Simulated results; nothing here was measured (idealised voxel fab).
A process module follows: voxel quadruple lines.
The figure presents cross-section cut, which has a width of 220 nm and is divided into square cells with an edge length of 5 nm.
Each cross-section below is a grid of square cells, stated as bands in top-down order, with one or more rows of cells making up each band. Within each band entry, the heights of the top and of the bottom of the band appear first, in that order and in nm; the materials of the band then follow from left to right, each with its corresponding width in nm. The designation "everywhere" on a single material indicates that it fills the band from edge to edge; the designation "air" indicates empty space. Note: height 0 marks the level under which the wafer is uniformly one material as received. Lowest band unbounded below, written "0 and below". You'd read "30 to 40" like this: the band's top row of cells is as wide as the first number, its bottom row is as wide as the second, and going down, every row changes width by the same amount as the row before did. Step marked "no alteration"? Then no cell in the cross-section changed in it. Each empty space that has no open way to the top and spans at least 8 cells appears under "Sealed void list" as width x height at distance, the distance counted from the left edge, all in nm. If you see something after the settings on a step's line, that's the simulator's own remark about that step. "overlay nm" answers the question of how far to the right of plan the mask lay on a step that has a mask, and when it is negative the answer is to the left.
### Process steps - plan
- 1: RECEIVE: material Si
- 2: CONFORMAL_DEP: material SiO2, thk nm 5
- 3: DIRECTIONAL_DEP: material Ru, thk nm 10
- 4: DIRECTIONAL_DEP: material polySi, thk nm 20
- 5: DIRECTIONAL_DEP: material aC, thk nm 20
- 6: PATTERN: tone cover, mask id MANDREL, material resist, width nm 20, pitch nm 60, thk nm 30, overlay nm 0
- 7: DIRECTIONAL_ETCH: etch materials aC, depth nm 20
- 8: STRIP: etch materials resist
- 9: CONFORMAL_DEP: material SiO2, thk nm 10
- 10: DIRECTIONAL_ETCH: etch materials SiO2, depth nm 10
- 11: STRIP: etch materials aC
- 12: DIRECTIONAL_ETCH: etch materials polySi, depth nm 20
- 13: STRIP: etch materials SiO2
- 14: CONFORMAL_DEP: material SiCN, thk nm 5
- 15: DIRECTIONAL_ETCH: etch materials SiCN, depth nm 5
- 16: STRIP: etch materials polySi
- 17: DIRECTIONAL_ETCH: etch materials Ru, depth nm 10
- 18: STRIP: etch materials SiCN
- 19: FILL_DEP: material lowk, thk nm 10
- 20: CMP: height nm 15
### Wafer cross-section on receipt, i.e. after step 1
    0 and below = Si everywhere
    Sealed void list: none
### Final wafer profile in cross-section after the module, from the same start and plan as above, with one mistake made during processing
    15 down to 5 = polySi everywhere
    5 down to 0 = SiO2 everywhere
    0 and below = Si everywhere
    Sealed void list: none
Which mistake was made when the wafer was run? mixed up steps 3 and 4 - ran each in the other's place
